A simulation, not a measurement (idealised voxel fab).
The process module presented herein is designated voxel transistor to metal.
Each square cell in cross-section cut measures 5 nm, and the section as a whole is 250 nm wide.
Cross-section spec: square-cell grid; bands listed top down; each band is one or more rows.
Read a band's entry like this: the first values are the height of its top and the height of its bottom in nm, and what follows is the sequence of materials from left to right, each with its width in nm. Note that "empty" is empty space, and that a single material marked "everywhere" reaches across the band from edge to edge.
Zero point of the height axis is 0; under it, received wafer = one material. Lowest band: continues down indefinitely, "from 0 down".
Graded width ("30->40"): value in top row of band = first number; value in bottom row = second number; row-to-row change constant.
For the purposes of this document, the phrase "no alterations made" attached to a step denotes that no cell within the cross-section was modified by that step.
"Voids, enclosed" - sealed voids, min. 8 cells, no opening to top; format: width x height at distance (distance from left edge; nm throughout).
Anything after a step's settings on that line? It's the simulator's own note about the step.
Steps that use a mask can have "overlay nm" on their line. It says how far the mask sat to the right of where it was meant to be. Negative means to the left.

-- Steps planned for the process
step 1: RECEIVE (material Si)
step 2: OXIDIZE (depth nm 5)
step 3: CONFORMAL_DEP (material SiN; thk nm 15)
step 4: PATTERN (tone cover; mask id ACTIVE; material resist; width nm 100; pitch nm 120; thk nm 15; overlay nm 0)
step 5: DIRECTIONAL_ETCH (etch materials SiN; depth nm 15)
step 6: DIRECTIONAL_ETCH (etch materials SiO2; depth nm 5)
step 7: DIRECTIONAL_ETCH (etch materials Si; depth nm 35)
step 8: STRIP (etch materials resist)
step 9: OXIDIZE (depth nm 5)
step 10: FILL_DEP (material SiO2; thk nm 5)
step 11: CMP (height nm 15)
step 12: SELECTIVE_ETCH (etch materials SiO2; depth nm 15)
step 13: STRIP (etch materials SiN)
step 14: SELECTIVE_ETCH (etch materials SiO2; depth nm 5)
step 15: OXIDIZE (depth nm 5)
step 16: DIRECTIONAL_DEP (material polySi; thk nm 30)
step 17: DIRECTIONAL_DEP (material SiCN; thk nm 10)
step 18: MASKED_ETCH (tone cover; mask id GATE; width nm 20; pitch nm 120; etch materials SiCN; depth nm 20; overlay nm 0)
step 19: MASKED_ETCH (tone cover; mask id GATE; width nm 20; pitch nm 120; etch materials polySi; depth nm 40; overlay nm 0)
step 20: CONFORMAL_DEP (material SiO2; thk nm 5)
step 21: DIRECTIONAL_ETCH (etch materials SiO2; depth nm 5)
step 22: CONFORMAL_DEP (material SiN; thk nm 5)
step 23: DIRECTIONAL_ETCH (etch materials SiN; depth nm 5)
step 24: DIRECTIONAL_ETCH (etch materials SiO2; depth nm 5)
step 25: DIRECTIONAL_ETCH (etch materials Si; depth nm 15)
step 26: EPI (material pSi; thk nm 15)
step 27: FILL_DEP (material SiO2; thk nm 10)
step 28: CMP (height nm 35)
step 29: DIRECTIONAL_DEP (material SiO2; thk nm 15)
step 30: MASKED_ETCH (tone open; mask id CONTACT; width nm 15; etch materials SiO2; depth nm 60; overlay nm 0)
step 31: CONFORMAL_DEP (material TiN; thk nm 5)
step 32: FILL_DEP (material Ru; thk nm 10)
step 33: CMP (height nm 50)
step 34: CONFORMAL_DEP (material SiN; thk nm 5)
step 35: DIRECTIONAL_DEP (material lowk; thk nm 25)
step 36: DIRECTIONAL_DEP (material aC; thk nm 10)
step 37: PATTERN (tone open; mask id METAL_1; material resist; width nm 20; thk nm 25; overlay nm 0)
step 38: DIRECTIONAL_ETCH (etch materials aC; depth nm 10)
step 39: STRIP (etch materials resist)
step 40: DIRECTIONAL_ETCH (etch materials lowk; depth nm 25)
step 41: DIRECTIONAL_ETCH (etch materials SiN; depth nm 5)
step 42: STRIP (etch materials aC)
step 43: CONFORMAL_DEP (material TiN; thk nm 5)
step 44: FILL_DEP (material Cu; thk nm 5)
step 45: CMP (height nm 80)
step 46: CONFORMAL_DEP (material SiCN; thk nm 5)
step 47: DIRECTIONAL_DEP (material lowk; thk nm 25)
step 48: PATTERN (tone open; mask id METAL_2; material resist; width nm 20; pitch nm 120; thk nm 20; overlay nm 0)
step 49: DIRECTIONAL_ETCH (etch materials lowk; depth nm 15)
step 50: STRIP (etch materials resist)
step 51: PATTERN (tone open; mask id METAL_2_HOLES; material resist; width nm 15; pitch nm 120; thk nm 20; overlay nm 0)
step 52: DIRECTIONAL_ETCH (etch materials lowk; depth nm 10)
step 53: DIRECTIONAL_ETCH (etch materials SiCN; depth nm 5)
step 54: STRIP (etch materials resist)
step 55: CONFORMAL_DEP (material TiN; thk nm 5)
step 56: FILL_DEP (material Cu; thk nm 10)
step 57: CMP (height nm 110)
step 58: CONFORMAL_DEP (material SiN; thk nm 5)
The wafers are alike at the start. At step 30, their width nm differs. The plan lists the first wafer's value.

-- Cross-section of the first incoming wafer of several, state after step 1
  from 0 down  Si everywhere
  Voids, enclosed: none

-- Note: the following table is arranged by wafer, a row apiece. Each row reports the end-of-module state: per material, cells gained (+) or cells lost (-) compared with the wafer as received; closed voids follow
width nm 15 | +54 Cu | +32 Ru | -258 Si | +60 SiCN | +116 SiN | +440 SiO2 | +178 TiN | +384 lowk | +96 pSi | +48 polySi | Voids, enclosed: none
width nm 20 | +54 Cu | +64 Ru | -258 Si | +60 SiCN | +116 SiN | +398 SiO2 | +188 TiN | +384 lowk | +96 pSi | +48 polySi | Voids, enclosed: none
width nm 25 | +54 Cu | +102 Ru | -258 Si | +60 SiCN | +116 SiN | +356 SiO2 | +192 TiN | +384 lowk | +96 pSi | +48 polySi | Voids, enclosed: none
width nm 30 | +54 Cu | +140 Ru | -258 Si | +60 SiCN | +116 SiN | +314 SiO2 | +196 TiN | +384 lowk | +96 pSi | +48 polySi | Voids, enclosed: none
